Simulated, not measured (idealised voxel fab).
Title: Process Module voxel self aligned contacts
Section shown: cut. Width: 215 nm. Cell size: 5 nm, square.
Cross-section, as written here: a square-cell grid given band by band from the top down, where a band holds one or more rows of cells.
It is stipulated that each band's entry specify, in nanometres, the height of the top of the band and then that of its bottom, followed by the materials of the band in left-to-right sequence, each together with its width in nanometres. A single material marked by the word "throughout" is understood to fill the band from edge to edge; the word "empty" is understood to denote empty space.
Height datum 0, below which the as-received substrate wafer is one material. Lowest band open at the bottom, running downward: "top 0, no bottom".
The width entry "30 to 40" should be interpreted row by row: the top row of cells in the band takes the first number, the bottom row takes the second number, and the change between adjacent rows is uniform throughout.
Where the words "nothing got changed" appear for a step, the cross-section shows no cell changed by that step; every cell remained as before.
The entry "Closed-off voids" lists the empty spaces that cover at least 8 cells and have no open path to the top. Each is written as width x height at distance, where the distance is measured from the left edge and all three values are in nm.
It should be noted that, on the line of a given step, the content following the step's settings is a remark produced by the simulator itself with respect to that step.
Regarding "overlay nm": on a step with a mask, it is the distance the mask lay to the right of its planned place; a negative value places it to the left.
plan:
1 RECEIVE with material Si
2 OXIDIZE with depth nm 5
3 DIRECTIONAL_DEP with material polySi, thk nm 25
4 DIRECTIONAL_DEP with material SiN, thk nm 20
5 DIRECTIONAL_DEP with material aC, thk nm 10
6 PATTERN with tone cover, mask id GATE, material resist, width nm 15, pitch nm 50, thk nm 30, overlay nm 0
7 DIRECTIONAL_ETCH with etch materials aC, depth nm 10
8 STRIP with etch materials resist
9 DIRECTIONAL_ETCH with etch materials SiN, depth nm 20
10 DIRECTIONAL_ETCH with etch materials polySi, depth nm 25
11 STRIP with etch materials aC
12 CONFORMAL_DEP with material SiN, thk nm 5
13 DIRECTIONAL_ETCH with etch materials SiN, depth nm 5
14 FILL_DEP with material SiO2, thk nm 10
15 CMP with height nm 50
16 MASKED_ETCH with tone open, mask id CONTACT, width nm 35, etch materials SiO2, depth nm 55, overlay nm 0
17 CONFORMAL_DEP with material TiN, thk nm 5
18 FILL_DEP with material Ru, thk nm 5
19 CMP with height nm 50
20 CONFORMAL_DEP with material SiN, thk nm 5
Variable across wafers: step 6 width nm (plan value is that of the first wafer; starting state common to all).
First of several wafers, received after step 1, in cross-section:
top 0, no bottom | Si throughout
Closed-off voids: none
The rows of the table below are wafers. Looking at the end of the module, a row counts, for every material, the cells the wafer has gained, shown as (+), or lost, shown as (-), since it was received; its closed voids come next:
width nm 15, +30 Ru, -43 Si, +103 SiN, +326 SiO2, +27 TiN, +30 polySi, Closed-off voids: none
width nm 20, +20 Ru, -43 Si, +111 SiN, +318 SiO2, +27 TiN, +40 polySi, Closed-off voids: none
width nm 25, +10 Ru, -43 Si, +119 SiN, +310 SiO2, +27 TiN, +50 polySi, Closed-off voids: none
width nm 30, -43 Si, +127 SiN, +302 SiO2, +27 TiN, +60 polySi, Closed-off voids: none
width nm 35, -43 Si, +135 SiN, +294 SiO2, +17 TiN, +70 polySi, Closed-off voids: none
